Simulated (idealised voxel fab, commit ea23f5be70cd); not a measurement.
Title: Process Module voxel gate over fins
Xsec cut, 250 nm wide, square cell size 5 nm.
Heads up, the way a cross-section reads in here is a grid of square cells, handed over as bands from the top down, with every band being one or more rows of cells.
Read a band's entry like this: the first values are the height of its top and the height of its bottom in nm, and what follows is the sequence of materials from left to right, each with its width in nm. Note that "empty" is empty space, and that a single material marked "full width" reaches across the band from edge to edge.
For the purposes of this specification, 0 denotes the height below which the wafer in its as-received condition is composed wholly of one material, and the lowermost band, lacking a lower limit, extends downward without end, as expressed in "from 0 down".
Graded width ("30..40"): value in top row of band = first number; value in bottom row = second number; row-to-row change constant.
For the purposes of this document, the phrase "same as before" attached to a step denotes that no cell within the cross-section was modified by that step.
This entry, "Voids, fully enclosed", enumerates those empty regions of no fewer than 8 cells that possess no open connection to the top. Each region is reported in the form width x height at distance, the distance being taken from the left edge, with all three quantities expressed in nm.
Note: text after step settings on the step line = simulator remark on that step.
Each step line may optionally specify "overlay nm", which for a step with a mask gives the rightward distance between the mask's planned place and where it lay, a negative value indicating the leftward direction.

[The following list gives the planned process steps]
step 1: RECEIVE: material Si
step 2: CONFORMAL_DEP: material SiN, thk nm 10
step 3: DIRECTIONAL_DEP: material aC, thk nm 15
step 4: PATTERN: tone cover, mask id FINS, material resist, width nm 15, pitch nm 35, thk nm 35, overlay nm 0
step 5: DIRECTIONAL_ETCH: etch materials aC, depth nm 15
step 6: STRIP: etch materials resist
step 7: DIRECTIONAL_ETCH: etch materials SiN, depth nm 10
step 8: DIRECTIONAL_ETCH: etch materials Si, depth nm 30
step 9: STRIP: etch materials aC
step 10: OXIDIZE: depth nm 5
step 11: FILL_DEP: material SiO2, thk nm 5
step 12: CMP: height nm 10
step 13: SELECTIVE_ETCH: etch materials SiO2, depth nm 25
step 14: STRIP: etch materials SiN
step 15: CONFORMAL_DEP: material HfO2, thk nm 5
step 16: CONFORMAL_DEP: material TiN, thk nm 5
step 17: FILL_DEP: material W, thk nm 15
step 18: CMP: height nm 20
step 19: CONFORMAL_DEP: material SiCN, thk nm 5

[Delivered wafer in cross-section: state after step 1]
from 0 down | Si full width
Voids, fully enclosed: none

[Module complete, cross-section. Starting point and plan per above. One mistake made in running the module]
from 25 to 20 | SiCN full width
from 20 to 5 | TiN full width
from 5 to 0 | TiN 100 nm  HfO2 15 nm  TiN 20 nm  HfO2 15 nm  TiN 100 nm
from 0 to -10 | TiN 100 nm  HfO2 5 nm  Si 5 nm  HfO2 5 nm  TiN 20 nm  HfO2 5 nm  Si 5 nm  HfO2 5 nm  TiN 100 nm
from -10 to -15 | HfO2 105 nm  Si 5 nm  HfO2 30 nm  Si 5 nm  HfO2 105 nm
from -15 to -35 | SiO2 105 nm  Si 5 nm  SiO2 30 nm  Si 5 nm  SiO2 105 nm
from -35 down | Si full width
Voids, fully enclosed: none
Finding, execution versus plan: step 17 ran differently from the plan; actual operation with settings: FILL_DEP: material TiN, thk nm 15
